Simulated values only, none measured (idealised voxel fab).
process module | voxel lift off
cross-section cut | 285 nm wide | cells 5 nm
A cross-section is a grid of square cells, given in bands from the top down. A band is one or more rows of cells.
Each band's line starts with the height of the band's top and of its bottom, in nm. Then come its materials from left to right, each with its width in nm. One material with "throughout" fills the band from edge to edge. "air" is empty space.
Height 0 is the level under which the wafer as received is all one material. The lowest band goes on downwards, as in "0 down".
A width such as "30 to 40" changes by the same amount from each row of cells to the next, from the band's top row to its bottom row.
"no change" after a step means that no cell of the cross-section changed.
closed voids: empty space of 8 cells or more with no open way to the top, each as width x height at its distance from the left edge, in nm
after a step's settings: what the simulator itself notes on the step
overlay nm, on a step with a mask: how far to the right of its planned place the mask lay; to the left if negative
plan
1 op RECEIVE | material Si
2 op CONFORMAL_DEP | material SiO2 | thk nm 10
3 op PATTERN | tone open | mask id LINES | material resist | width nm 25 | pitch nm 40 | thk nm 20 | overlay nm 0
4 op DIRECTIONAL_DEP | material Ru | thk nm 5
5 op STRIP | etch materials resist
6 op CONFORMAL_DEP | material SiN | thk nm 10
as received, after step 1
  0 down: Si throughout
  closed voids: none
a wafer at the end: this start, this plan, one mistake
  25 to 20: air 100 | SiO2 85 | air 100
  20 to 15: SiO2 throughout
  15 to 10: SiO2 110 | Ru 25 | SiO2 15 | Ru 25 | SiO2 110
  10 to 0: SiO2 throughout
  0 down: Si throughout
  closed voids: none
what went wrong: step 6 ran as: op CONFORMAL_DEP | material SiO2 | thk nm 10
